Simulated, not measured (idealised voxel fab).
Documented hereafter: the process module known as voxel capacitor over wiring.
It is cross-section cut that appears here, measuring 200 nm in width, its square cells being 5 nm in size.
A cross-section is written here as square cells arranged in a grid, and it is given in bands from the top down, each band taking up one or more rows of cells. In this notation a band is specified by the heights of its top and bottom, in that order and in nm, after which its materials appear from left to right, each paired with its width in nm. The word "full width" attached to a single material means that material fills the band from edge to edge; the word "blank" stands for empty space. Heads up on the height convention: 0 is the point under which the incoming wafer is all one material, and the lowest band has no bottom, it just keeps going down, like "top 0, no bottom". The notation "30->40" denotes a width that varies across the rows of cells in the band, beginning at the first number in the top row, finishing at the second number in the bottom row, and changing by an identical amount from each row to the next. Step note "changes: none" = no cross-section cell changed. The entry "Closed empty spaces" lists the empty spaces that cover at least 8 cells and have no open path to the top. Each is written as width x height at distance, where the distance is measured from the left edge and all three values are in nm. On a step's line, text after the settings is the simulator commenting on that step. A step line may carry the setting "overlay nm", which, for steps involving a mask, states the distance by which the mask lay to the right of its intended position; negative values denote displacement to the left.
Process steps foreseen in the plan:
| 1 | RECEIVE, material Si |
| 2 | CONFORMAL_DEP, material SiO2, thk nm 10 |
| 3 | DIRECTIONAL_DEP, material TiN, thk nm 5 |
| 4 | DIRECTIONAL_DEP, material W, thk nm 25 |
| 5 | MASKED_ETCH, tone cover, mask id METAL_1, width nm 25, pitch nm 95, etch materials W, depth nm 25, overlay nm 0 |
| 6 | MASKED_ETCH, tone cover, mask id METAL_1, width nm 25, pitch nm 95, etch materials TiN, depth nm 5, overlay nm 0 |
| 7 | FILL_DEP, material SiO2, thk nm 5 |
| 8 | CMP, height nm 40 |
| 9 | CONFORMAL_DEP, material SiCN, thk nm 5 |
| 10 | DIRECTIONAL_DEP, material SiO2, thk nm 20 |
| 11 | MASKED_ETCH, tone open, mask id PLUG_1, width nm 15, etch materials SiO2, depth nm 20, overlay nm 0 |
| 12 | MASKED_ETCH, tone open, mask id PLUG_1, width nm 15, etch materials SiCN, depth nm 5, overlay nm 0 |
| 13 | EPI, material Ru, thk nm 10 |
| 14 | EPI, material Ru, thk nm 10 |
| 15 | EPI, material Ru, thk nm 5 |
| 16 | DIRECTIONAL_DEP, material TiN, thk nm 5 |
| 17 | DIRECTIONAL_DEP, material HfO2, thk nm 5 |
| 18 | DIRECTIONAL_DEP, material TiN, thk nm 10 |
| 19 | PATTERN, tone cover, mask id UPPER_PLATE, material resist, width nm 75, thk nm 20, overlay nm 0 |
| 20 | DIRECTIONAL_ETCH, etch materials TiN, depth nm 10 |
| 21 | DIRECTIONAL_ETCH, etch materials HfO2, depth nm 5 |
| 22 | STRIP, etch materials resist |
| 23 | DIRECTIONAL_DEP, material aC, thk nm 10 |
| 24 | PATTERN, tone cover, mask id LOWER_PLATE, material resist, width nm 85, thk nm 30, overlay nm 0 |
| 25 | DIRECTIONAL_ETCH, etch materials aC, depth nm 10 |
| 26 | STRIP, etch materials resist |
| 27 | DIRECTIONAL_ETCH, etch materials TiN, depth nm 5 |
| 28 | STRIP, etch materials aC |
| 29 | FILL_DEP, material SiO2, thk nm 20 |
| 30 | CMP, height nm 100 |
| 31 | DIRECTIONAL_DEP, material aC, thk nm 10 |
| 32 | PATTERN, tone open, mask id PLUG_2, material resist, width nm 15, thk nm 30, overlay nm 0 |
| 33 | DIRECTIONAL_ETCH, etch materials aC, depth nm 10 |
| 34 | STRIP, etch materials resist |
| 35 | DIRECTIONAL_ETCH, etch materials SiO2, depth nm 15 |
| 36 | STRIP, etch materials aC |
| 37 | CONFORMAL_DEP, material TiN, thk nm 5 |
| 38 | FILL_DEP, material Ru, thk nm 5 |
| 39 | CMP, height nm 100 |
| 40 | CONFORMAL_DEP, material SiN, thk nm 5 |
Wafer as received: cross-section following step 1:
  top 0, no bottom  Si full width
  Closed empty spaces: none
Starting structure and process plan are as shown above, but one mistake was made in running the module; the wafer cross-section at the end of the module follows:
  top 105, bottom 100  SiN full width
  top 100, bottom 90  SiO2=60, TiN=5, Ru=5, TiN=5, SiO2=125
  top 90, bottom 85  SiO2=60, TiN=15, SiO2=125
  top 85, bottom 80  SiO2=45, TiN=5, SiO2=75, TiN=5, SiO2=70
  top 80, bottom 75  TiN=50, SiO2=75, TiN=75
  top 75, bottom 70  HfO2=50, SiO2=75, HfO2=75
  top 70, bottom 65  TiN full width
  top 65, bottom 45  SiO2=50, Ru=15, SiO2=135
  top 45, bottom 40  SiCN=50, Ru=15, SiCN=135
  top 40, bottom 15  SiO2=40, W=25, SiO2=70, W=25, SiO2=40
  top 15, bottom 10  SiO2=40, TiN=25, SiO2=70, TiN=25, SiO2=40
  top 10, bottom 0  SiO2 full width
  top 0, no bottom  Si full width
  Closed empty spaces: none
Where did the run depart from the plan? step 19 off recipe, ran as PATTERN, tone open, mask id UPPER_PLATE, material resist, width nm 75, thk nm 20, overlay nm 0
